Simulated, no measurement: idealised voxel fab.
Herein follows the process module entitled voxel fin reveal.
FYI the section here is cut, 155 nm wide, cells are 5 nm squares.
Think of the cross-section as a grid of square cells. We describe it in bands, top to bottom, and each band covers one or more rows of those cells.
The entry gives the band's vertical extent as a top height and a bottom height in nm, then its horizontal make-up as materials from left to right, each with a width in nm. "air" stands for empty space; a single material marked "full width" fills the band edge to edge.
A quick word on heights: they are counted from 0, and under that level the wafer as it came to us is one material throughout. The lowest band is different from the rest in having no bottom; it simply continues downward, written as in "0 and below".
When a width is written as two numbers, as in "30..40", the first number is the width in the top row of cells of the band and the second is the width in its bottom row, and the width changes by the same amount from each row to the next.
Given "remained unchanged" for a step, no cell of the cross-section differs between before and after that step.
Empty spaces without an open route to the top, at least 8 cells in extent, make up the entry "Sealed cavities"; each is given as width x height at distance, where the distance is measured from the left edge, and all are in nm.
Where a step's line continues beyond its settings, the continuation is a remark by the simulator itself on that step.
Regarding "overlay nm": on a step with a mask, it is the distance the mask lay to the right of its planned place; a negative value places it to the left.
LIST OF PLANNED PROCESS STEPS
1,RECEIVE | material Si
2,CONFORMAL_DEP | material SiN | thk nm 5
3,DIRECTIONAL_DEP | material aC | thk nm 15
4,PATTERN | tone cover | mask id FINS | material resist | width nm 15 | pitch nm 40 | thk nm 35 | overlay nm 0
5,DIRECTIONAL_ETCH | etch materials aC | depth nm 15
6,STRIP | etch materials resist
7,DIRECTIONAL_ETCH | etch materials SiN | depth nm 5
8,DIRECTIONAL_ETCH | etch materials Si | depth nm 35
9,STRIP | etch materials aC
10,FILL_DEP | material SiO2 | thk nm 10
11,CMP | height nm 5
12,SELECTIVE_ETCH | etch materials SiO2 | depth nm 15
13,STRIP | etch materials SiN
14,CONFORMAL_DEP | material SiO2 | thk nm 5
BELOW: THE FIRST OF TWO WAFERS, RUN AS PLANNED
CROSS-SECTION: WAFER ON ARRIVAL = AFTER STEP 1
    0 and below = Si full width
    Sealed cavities: none
STEP 2 COMPLETE: CROSS-SECTION THROUGH THE WAFER
    5 down to 0 = SiN full width
    Below a height of 0, the structure has not been altered.
STEP 3 COMPLETE: CROSS-SECTION THROUGH THE WAFER
    20 down to 5 = aC full width
    Below a height of 5, the structure has not been altered.
STEP 4 COMPLETE: CROSS-SECTION THROUGH THE WAFER
    55 down to 20 = air 50 nm; resist 15 nm; air 25 nm; resist 15 nm; air 50 nm
    Below a height of 20, the structure has not been altered.
STEP 5 COMPLETE: CROSS-SECTION THROUGH THE WAFER
    40 down to 20 = air 50 nm; resist 15 nm; air 25 nm; resist 15 nm; air 50 nm
    20 down to 5 = air 50 nm; aC 15 nm; air 25 nm; aC 15 nm; air 50 nm
    Below a height of 5, the structure has not been altered.
STEP 6 COMPLETE: CROSS-SECTION THROUGH THE WAFER
    20 down to 5 = air 50 nm; aC 15 nm; air 25 nm; aC 15 nm; air 50 nm
    Below a height of 5, the structure has not been altered.
STEP 7 COMPLETE: CROSS-SECTION THROUGH THE WAFER
    20 down to 5 = air 50 nm; aC 15 nm; air 25 nm; aC 15 nm; air 50 nm
    5 down to 0 = air 50 nm; SiN 15 nm; air 25 nm; SiN 15 nm; air 50 nm
    Below a height of 0, the structure has not been altered.
STEP 8 COMPLETE: CROSS-SECTION THROUGH THE WAFER
    20 down to 5 = air 50 nm; aC 15 nm; air 25 nm; aC 15 nm; air 50 nm
    5 down to 0 = air 50 nm; SiN 15 nm; air 25 nm; SiN 15 nm; air 50 nm
    0 down to -35 = air 50 nm; Si 15 nm; air 25 nm; Si 15 nm; air 50 nm
    Below a height of -35, the structure has not been altered.
STEP 9 COMPLETE: CROSS-SECTION THROUGH THE WAFER
    5 down to 0 = air 50 nm; SiN 15 nm; air 25 nm; SiN 15 nm; air 50 nm
    Below a height of 0, the structure has not been altered.
STEP 10 COMPLETE: CROSS-SECTION THROUGH THE WAFER
    15 down to 5 = SiO2 full width
    5 down to 0 = SiO2 50 nm; SiN 15 nm; SiO2 25 nm; SiN 15 nm; SiO2 50 nm
    0 down to -35 = SiO2 50 nm; Si 15 nm; SiO2 25 nm; Si 15 nm; SiO2 50 nm
    Below a height of -35, the structure has not been altered.
STEP 11 COMPLETE: CROSS-SECTION THROUGH THE WAFER
    5 down to 0 = SiO2 50 nm; SiN 15 nm; SiO2 25 nm; SiN 15 nm; SiO2 50 nm
    Below a height of 0, the structure has not been altered.
STEP 12 COMPLETE: CROSS-SECTION THROUGH THE WAFER
    5 down to 0 = air 50 nm; SiN 15 nm; air 25 nm; SiN 15 nm; air 50 nm
    0 down to -10 = air 50 nm; Si 15 nm; air 25 nm; Si 15 nm; air 50 nm
    Below a height of -10, the structure has not been altered.
STEP 13 COMPLETE: CROSS-SECTION THROUGH THE WAFER
    0 down to -10 = air 50 nm; Si 15 nm; air 25 nm; Si 15 nm; air 50 nm
    Below a height of -10, the structure has not been altered.
STEP 14 COMPLETE: CROSS-SECTION THROUGH THE WAFER
    5 down to 0 = air 45 nm; SiO2 25 nm; air 15 nm; SiO2 25 nm; air 45 nm
    0 down to -5 = air 45 nm; SiO2 5 nm; Si 15 nm; SiO2 5 nm; air 15 nm; SiO2 5 nm; Si 15 nm; SiO2 5 nm; air 45 nm
    -5 down to -35 = SiO2 50 nm; Si 15 nm; SiO2 25 nm; Si 15 nm; SiO2 50 nm
    Below a height of -35, the structure has not been altered.
NOW THE OTHER WAFER: SAME START, SAME RECIPE, BUT WE MESSED UP ONE THING WHEN RUNNING IT. UP TO AND INCLUDING STEP 3 IT'S THE SAME AS THE FIRST ONE
CROSS-SECTION OF THE SECOND WAFER AT THE TIME STEP 4 OF THE PLAN SHOULD HAVE ENDED
    55 down to 20 = air 50 nm; resist 20 nm; air 20 nm; resist 20 nm; air 45 nm
    Below a height of 20, the structure has not been altered.
CROSS-SECTION OF THE SECOND WAFER AT THE TIME STEP 5 OF THE PLAN SHOULD HAVE ENDED
    40 down to 20 = air 50 nm; resist 20 nm; air 20 nm; resist 20 nm; air 45 nm
    20 down to 5 = air 50 nm; aC 20 nm; air 20 nm; aC 20 nm; air 45 nm
    Below a height of 5, the structure has not been altered.
CROSS-SECTION OF THE SECOND WAFER AT THE TIME STEP 6 OF THE PLAN SHOULD HAVE ENDED
    20 down to 5 = air 50 nm; aC 20 nm; air 20 nm; aC 20 nm; air 45 nm
    Below a height of 5, the structure has not been altered.
CROSS-SECTION OF THE SECOND WAFER AT THE TIME STEP 7 OF THE PLAN SHOULD HAVE ENDED
    20 down to 5 = air 50 nm; aC 20 nm; air 20 nm; aC 20 nm; air 45 nm
    5 down to 0 = air 50 nm; SiN 20 nm; air 20 nm; SiN 20 nm; air 45 nm
    Below a height of 0, the structure has not been altered.
CROSS-SECTION OF THE SECOND WAFER AT THE TIME STEP 8 OF THE PLAN SHOULD HAVE ENDED
    20 down to 5 = air 50 nm; aC 20 nm; air 20 nm; aC 20 nm; air 45 nm
    5 down to 0 = air 50 nm; SiN 20 nm; air 20 nm; SiN 20 nm; air 45 nm
    0 down to -35 = air 50 nm; Si 20 nm; air 20 nm; Si 20 nm; air 45 nm
    Below a height of -35, the structure has not been altered.
CROSS-SECTION OF THE SECOND WAFER AT THE TIME STEP 9 OF THE PLAN SHOULD HAVE ENDED
    5 down to 0 = air 50 nm; SiN 20 nm; air 20 nm; SiN 20 nm; air 45 nm
    Below a height of 0, the structure has not been altered.
CROSS-SECTION OF THE SECOND WAFER AT THE TIME STEP 10 OF THE PLAN SHOULD HAVE ENDED
    15 down to 5 = SiO2 full width
    5 down to 0 = SiO2 50 nm; SiN 20 nm; SiO2 20 nm; SiN 20 nm; SiO2 45 nm
    0 down to -35 = SiO2 50 nm; Si 20 nm; SiO2 20 nm; Si 20 nm; SiO2 45 nm
    Below a height of -35, the structure has not been altered.
CROSS-SECTION OF THE SECOND WAFER AT THE TIME STEP 11 OF THE PLAN SHOULD HAVE ENDED
    5 down to 0 = SiO2 50 nm; SiN 20 nm; SiO2 20 nm; SiN 20 nm; SiO2 45 nm
    Below a height of 0, the structure has not been altered.
CROSS-SECTION OF THE SECOND WAFER AT THE TIME STEP 12 OF THE PLAN SHOULD HAVE ENDED
    5 down to 0 = air 50 nm; SiN 20 nm; air 20 nm; SiN 20 nm; air 45 nm
    0 down to -10 = air 50 nm; Si 20 nm; air 20 nm; Si 20 nm; air 45 nm
    Below a height of -10, the structure has not been altered.
CROSS-SECTION OF THE SECOND WAFER AT THE TIME STEP 13 OF THE PLAN SHOULD HAVE ENDED
    0 down to -10 = air 50 nm; Si 20 nm; air 20 nm; Si 20 nm; air 45 nm
    Below a height of -10, the structure has not been altered.
CROSS-SECTION OF THE SECOND WAFER AT THE TIME STEP 14 OF THE PLAN SHOULD HAVE ENDED
    5 down to 0 = air 45 nm; SiO2 30 nm; air 10 nm; SiO2 30 nm; air 40 nm
    0 down to -5 = air 45 nm; SiO2 5 nm; Si 20 nm; SiO2 5 nm; air 10 nm; SiO2 5 nm; Si 20 nm; SiO2 5 nm; air 40 nm
    -5 down to -35 = SiO2 50 nm; Si 20 nm; SiO2 20 nm; Si 20 nm; SiO2 45 nm
    Below a height of -35, the structure has not been altered.
Deviation noted in wafer processing: step 4, actual vs plan mismatch, actual run PATTERN | tone cover | mask id FINS | material resist | width nm 20 | pitch nm 40 | thk nm 35 | overlay nm 0
Heads up, by the end the second wafer has more or fewer cells of some materials compared to the first: 14 more of Si | 10 fewer of SiO2
